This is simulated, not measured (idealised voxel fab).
Process module name: voxel lift off
Square cells of 5 nm make up the cross-section cut, whose width is 165 nm.
Think of the cross-section as a grid of square cells. We describe it in bands, top to bottom, and each band covers one or more rows of those cells. Look at the band entry: it leads with the top's height and the bottom's height in nm. Then it lists the materials left to right, with a width in nm for each. The word "everywhere" on a single material says that material fills the band edge to edge. The word "blank" is empty space. Heights are reckoned from 0. Under this level, the received wafer is all of one material. The bottommost band is open-ended downward, for example "0 down". With a width like "30->40", each row of cells in the band differs from the next by the same amount, the top row carrying the first number and the bottom row the second. For the purposes of this document, the phrase "changes: none" attached to a step denotes that no cell within the cross-section was modified by that step. "Enclosed void listing" contains a list of empty spaces, each no smaller than 8 cells and without an open way to the top, written in the form width x height at distance with the distance from the left edge and all three in nm. Heads up: the bit after the settings on a step's line is the simulator's remark on that step. The optional step-line setting "overlay nm" applies to steps with a mask and quantifies how far to the right of its planned location the mask lay, a negative value indicating leftward placement.
Intended process steps:
1: RECEIVE | material Si
2: CONFORMAL_DEP | material SiO2 | thk nm 15
3: PATTERN | tone open | mask id LINES | material resist | width nm 30 | pitch nm 45 | thk nm 25 | overlay nm 0
4: DIRECTIONAL_DEP | material Ru | thk nm 10
5: STRIP | etch materials resist
6: CONFORMAL_DEP | material SiO2 | thk nm 10
The first of two wafers, run as planned:
Cross-section of the incoming wafer, state after step 1:
0 down | Si everywhere
Enclosed void listing: none
The wafer in cross-section once step 2 is complete:
15 to 0 | SiO2 everywhere
Lower than 0, everything is as it was.
The wafer in cross-section once step 3 is complete:
40 to 15 | resist 20  blank 30  resist 15  blank 30  resist 15  blank 30  resist 25
Lower than 15, everything is as it was.
The wafer in cross-section once step 4 is complete:
50 to 40 | Ru 20  blank 30  Ru 15  blank 30  Ru 15  blank 30  Ru 25
40 to 25 | resist 20  blank 30  resist 15  blank 30  resist 15  blank 30  resist 25
25 to 15 | resist 20  Ru 30  resist 15  Ru 30  resist 15  Ru 30  resist 25
Lower than 15, everything is as it was.
The wafer in cross-section once step 5 is complete:
25 to 15 | blank 20  Ru 30  blank 15  Ru 30  blank 15  Ru 30  blank 25
Lower than 15, everything is as it was.
The wafer in cross-section once step 6 is complete:
35 to 25 | blank 10  SiO2 140  blank 15
25 to 15 | SiO2 20  Ru 30  SiO2 15  Ru 30  SiO2 15  Ru 30  SiO2 25
Lower than 15, everything is as it was.
Okay, second wafer. Nothing different at the start, nothing different in the plan, just one mistake somewhere in the running. As far as step 5, counting that step, it's the first wafer all over again:
Planned end of step 6: second wafer, cross-section: changes: none
What went wrong in running the wafer? not run: step 6 of the plan (skipped)
Materials where the second wafer ends with more or fewer cells than the first: SiO2: 86 fewer
